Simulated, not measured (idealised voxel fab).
process module | voxel spacer lines
cross-section cut | 295 nm wide | cells 5 nm
A cross-section is a grid of square cells, given in bands from the top down. A band is one or more rows of cells.
Each band's line starts with the height of the band's top and of its bottom, in nm. Then come its materials from left to right, each with its width in nm. One material with "throughout" fills the band from edge to edge. "air" is empty space.
Height 0 is the level under which the wafer as received is all one material. The lowest band goes on downwards, as in "0 down".
A width such as "30 to 40" changes by the same amount from each row of cells to the next, from the band's top row to its bottom row.
"no change" after a step means that no cell of the cross-section changed.
closed voids: empty space of 8 cells or more with no open way to the top, each as width x height at its distance from the left edge, in nm
after a step's settings: what the simulator itself notes on the step
overlay nm, on a step with a mask: how far to the right of its planned place the mask lay; to the left if negative
plan
1 op RECEIVE | material Si
2 op CONFORMAL_DEP | material Al2O3 | thk nm 10
3 op DIRECTIONAL_DEP | material TiN | thk nm 10
4 op DIRECTIONAL_DEP | material aC | thk nm 20
5 op PATTERN | tone cover | mask id MANDREL | material resist | width nm 15 | pitch nm 70 | thk nm 25 | overlay nm 0
6 op DIRECTIONAL_ETCH | etch materials aC | depth nm 20
7 op STRIP | etch materials resist
8 op CONFORMAL_DEP | material SiO2 | thk nm 10
9 op DIRECTIONAL_ETCH | etch materials SiO2 | depth nm 10
10 op STRIP | etch materials aC
11 op DIRECTIONAL_ETCH | etch materials TiN | depth nm 10
12 op STRIP | etch materials SiO2
13 op FILL_DEP | material SiO2 | thk nm 5
14 op CMP | height nm 20
varied across the wafers: width nm of step 5. The plan shows the first wafer's value. All wafers start alike
first wafer as received, after step 1
  0 down: Si throughout
  closed voids: none
each wafer at the end: cells of each material gained (+) or lost (-) since it was received, then its closed voids
width nm 15 | +118 Al2O3 | +94 SiO2 | +24 TiN | closed voids: none
width nm 20 | +118 Al2O3 | +94 SiO2 | +24 TiN | closed voids: none
width nm 25 | +118 Al2O3 | +94 SiO2 | +24 TiN | closed voids: none
width nm 30 | +118 Al2O3 | +94 SiO2 | +24 TiN | closed voids: none
width nm 35 | +118 Al2O3 | +94 SiO2 | +24 TiN | closed voids: none
width nm 40 | +118 Al2O3 | +94 SiO2 | +24 TiN | closed voids: none
